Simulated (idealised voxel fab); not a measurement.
Process module under the name voxel self aligned contacts
Section cut is 220 nm wide and gridded with 5 nm square cells.
A cross-section is a grid of square cells, given in bands from the top down. A band is one or more rows of cells. The band entry comprises the height of the band's top followed by the height of its bottom, expressed in nm, and subsequently the band's materials from left to right, each stated together with its width in nm. Where a single material is marked with the word "everywhere", that material fills the band from edge to edge. The word "air" represents empty space. Measure heights from 0. That's the level where, below it, the as-received wafer is all one material. The lowest band is bottomless and extends downward; write it as in "from 0 down". Read "30->40" as a graded width: first number on top, second number at the bottom, same change between each pair of neighbouring rows. Step note "no alterations made" = no cross-section cell changed. The list in "Voids, fully enclosed" covers empty spaces of 8 cells or more that cannot reach the top through any open way, and it gives each as width x height at distance; the distance is from the left edge, and width, height and distance are in nm. On a step's line, text after the settings is the simulator commenting on that step. overlay nm: how far to the right of its planned place the mask lay on this masked step (negative: to the left).

-- Planned step list for the process
1. op RECEIVE | material Si
2. op CONFORMAL_DEP | material SiO2 | thk nm 5
3. op DIRECTIONAL_DEP | material polySi | thk nm 25
4. op DIRECTIONAL_DEP | material SiN | thk nm 15
5. op MASKED_ETCH | tone cover | mask id GATE | width nm 35 | pitch nm 70 | etch materials SiN | depth nm 15 | overlay nm 0
6. op MASKED_ETCH | tone cover | mask id GATE | width nm 35 | pitch nm 70 | etch materials polySi | depth nm 25 | overlay nm 0
7. op CONFORMAL_DEP | material SiN | thk nm 5
8. op DIRECTIONAL_ETCH | etch materials SiN | depth nm 5
9. op FILL_DEP | material SiO2 | thk nm 10
10. op CMP | height nm 50
11. op PATTERN | tone open | mask id CONTACT | material resist | width nm 45 | thk nm 15 | overlay nm 0
12. op DIRECTIONAL_ETCH | etch materials SiO2 | depth nm 50
13. op STRIP | etch materials resist
14. op CONFORMAL_DEP | material TiN | thk nm 5
15. op FILL_DEP | material Ru | thk nm 10
16. op CMP | height nm 50
17. op CONFORMAL_DEP | material SiN | thk nm 5
The value of thk nm given for step 7 in the plan refers to the first wafer; the wafers vary in this setting and are alike at the start.

-- Incoming state of the first of several wafers in cross-section: after step 1
    from 0 down: Si everywhere
    Voids, fully enclosed: none

-- The rows of the table below are wafers. Looking at the end of the module, a row counts, for every material, the cells the wafer has gained, shown as (+), or lost, shown as (-), since it was received; its closed voids come next
thk nm 5, +27 Ru, +118 SiN, +242 SiO2, +27 TiN, +70 polySi, Voids, fully enclosed: none
thk nm 10, +7 Ru, +194 SiN, +196 SiO2, +17 TiN, +70 polySi, Voids, fully enclosed: none
thk nm 15, +244 SiN, +163 SiO2, +7 TiN, +70 polySi, Voids, fully enclosed: none
thk nm 20, +280 SiN, +134 SiO2, +70 polySi, Voids, fully enclosed: none
